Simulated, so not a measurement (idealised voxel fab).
process module | voxel transistor to metal
cross-section cut | 215 nm wide | cells 5 nm
A cross-section is a grid of square cells, given in bands from the top down. A band is one or more rows of cells.
Each band's line starts with the height of the band's top and of its bottom, in nm. Then come its materials from left to right, each with its width in nm. One material with "throughout" fills the band from edge to edge. "air" is empty space.
Height 0 is the level under which the wafer as received is all one material. The lowest band goes on downwards, as in "0 down".
A width such as "30 to 40" changes by the same amount from each row of cells to the next, from the band's top row to its bottom row.
"no change" after a step means that no cell of the cross-section changed.
closed voids: empty space of 8 cells or more with no open way to the top, each as width x height at its distance from the left edge, in nm
after a step's settings: what the simulator itself notes on the step
overlay nm, on a step with a mask: how far to the right of its planned place the mask lay; to the left if negative
plan
1 op RECEIVE | material Si
2 op OXIDIZE | depth nm 5
3 op CONFORMAL_DEP | material SiN | thk nm 10
4 op DIRECTIONAL_DEP | material aC | thk nm 10
5 op PATTERN | tone cover | mask id ACTIVE | material resist | width nm 120 | thk nm 25 | overlay nm 0
6 op DIRECTIONAL_ETCH | etch materials aC | depth nm 10
7 op STRIP | etch materials resist
8 op DIRECTIONAL_ETCH | etch materials SiN | depth nm 10
9 op DIRECTIONAL_ETCH | etch materials SiO2 | depth nm 5
10 op DIRECTIONAL_ETCH | etch materials Si | depth nm 25
11 op STRIP | etch materials aC
12 op FILL_DEP | material SiO2 | thk nm 15
13 op CMP | height nm 10
14 op SELECTIVE_ETCH | etch materials SiO2 | depth nm 5
15 op STRIP | etch materials SiN
16 op SELECTIVE_ETCH | etch materials SiO2 | depth nm 5
17 op OXIDIZE | depth nm 5
18 op DIRECTIONAL_DEP | material polySi | thk nm 20
19 op DIRECTIONAL_DEP | material SiCN | thk nm 10
20 op MASKED_ETCH | tone cover | mask id GATE | width nm 30 | etch materials SiCN | depth nm 20 | overlay nm 0
21 op MASKED_ETCH | tone cover | mask id GATE | width nm 30 | etch materials polySi | depth nm 30 | overlay nm 0
22 op CONFORMAL_DEP | material SiO2 | thk nm 5
23 op DIRECTIONAL_ETCH | etch materials SiO2 | depth nm 5
24 op CONFORMAL_DEP | material SiN | thk nm 5
25 op DIRECTIONAL_ETCH | etch materials SiN | depth nm 5
26 op DIRECTIONAL_ETCH | etch materials SiO2 | depth nm 5
27 op EPI | material pSi | thk nm 5
28 op FILL_DEP | material SiO2 | thk nm 10
29 op CMP | height nm 15
30 op STRIP | etch materials polySi
31 op SELECTIVE_ETCH | etch materials SiO2 | depth nm 5
32 op CONFORMAL_DEP | material HfO2 | thk nm 5
33 op CONFORMAL_DEP | material TiN | thk nm 5
34 op FILL_DEP | material W | thk nm 10
35 op CMP | height nm 10
36 op DIRECTIONAL_DEP | material SiO2 | thk nm 15
37 op MASKED_ETCH | tone open | mask id CONTACT | width nm 20 | pitch nm 90 | etch materials SiO2 | depth nm 30 | overlay nm 0
38 op CONFORMAL_DEP | material TiN | thk nm 5
39 op FILL_DEP | material W | thk nm 10
40 op CMP | height nm 25
41 op CONFORMAL_DEP | material SiN | thk nm 5
42 op DIRECTIONAL_DEP | material SiO2 | thk nm 20
43 op MASKED_ETCH | tone open | mask id METAL_1 | width nm 20 | pitch nm 90 | etch materials SiO2 | depth nm 20 | overlay nm 0
44 op MASKED_ETCH | tone open | mask id METAL_1 | width nm 20 | pitch nm 90 | etch materials SiN | depth nm 5 | overlay nm 0
45 op CONFORMAL_DEP | material TiN | thk nm 5
46 op FILL_DEP | material Ru | thk nm 5
47 op CMP | height nm 50
48 op CONFORMAL_DEP | material SiCN | thk nm 5
as received, after step 1
  0 down: Si throughout
  closed voids: none
first wafer at the end, as planned
  55 to 50: SiCN throughout
  50 to 30: SiO2 50 | TiN 5 | Ru 10 | TiN 5 | SiO2 70 | TiN 5 | Ru 10 | TiN 5 | SiO2 55
  30 to 25: SiN 50 | TiN 20 | SiN 70 | TiN 20 | SiN 55
  25 to 10: SiO2 50 | TiN 5 | W 10 | TiN 5 | SiO2 70 | TiN 5 | W 10 | TiN 5 | SiO2 55
  10 to 0: SiO2 50 | TiN 5 | W 10 | TiN 5 | SiO2 10 | SiN 5 | HfO2 5 | TiN 5 | W 20 | TiN 5 | HfO2 5 | SiN 5 | SiO2 10 | TiN 5 | W 10 | TiN 5 | SiO2 55
  0 to -5: SiO2 45 | SiN 5 | TiN 20 | SiO2 10 | SiN 5 | HfO2 5 | TiN 30 | HfO2 5 | SiN 5 | SiO2 10 | TiN 20 | SiN 5 | SiO2 50
  -5 to -10: SiO2 50 | pSi 30 | SiO2 5 | HfO2 40 | SiO2 5 | pSi 30 | SiO2 55
  -10 to -30: SiO2 45 | Si 120 | SiO2 50
  -30 down: Si throughout
  closed voids: none
second wafer at the end: like start, like plan, one mistake
  55 to 50: SiCN throughout
  50 to 30: SiO2 50 | TiN 5 | Ru 10 | TiN 5 | SiO2 70 | TiN 5 | Ru 10 | TiN 5 | SiO2 55
  30 to 25: SiN 50 | TiN 20 | SiN 70 | TiN 20 | SiN 55
  25 to 10: SiO2 50 | SiCN 5 | W 10 | SiCN 5 | SiO2 70 | SiCN 5 | W 10 | SiCN 5 | SiO2 55
  10 to 0: SiO2 50 | SiCN 5 | W 10 | SiCN 5 | SiO2 10 | SiN 5 | HfO2 5 | TiN 5 | W 20 | TiN 5 | HfO2 5 | SiN 5 | SiO2 10 | SiCN 5 | W 10 | SiCN 5 | SiO2 55
  0 to -5: SiO2 45 | SiN 5 | SiCN 20 | SiO2 10 | SiN 5 | HfO2 5 | TiN 30 | HfO2 5 | SiN 5 | SiO2 10 | SiCN 20 | SiN 5 | SiO2 50
  -5 to -10: SiO2 50 | pSi 30 | SiO2 5 | HfO2 40 | SiO2 5 | pSi 30 | SiO2 55
  -10 to -30: SiO2 45 | Si 120 | SiO2 50
  -30 down: Si throughout
  closed voids: none
what went wrong: step 38 ran as: op CONFORMAL_DEP | material SiCN | thk nm 5
at the end the second wafer has, in cells: 28 more of SiCN | 28 fewer of TiN
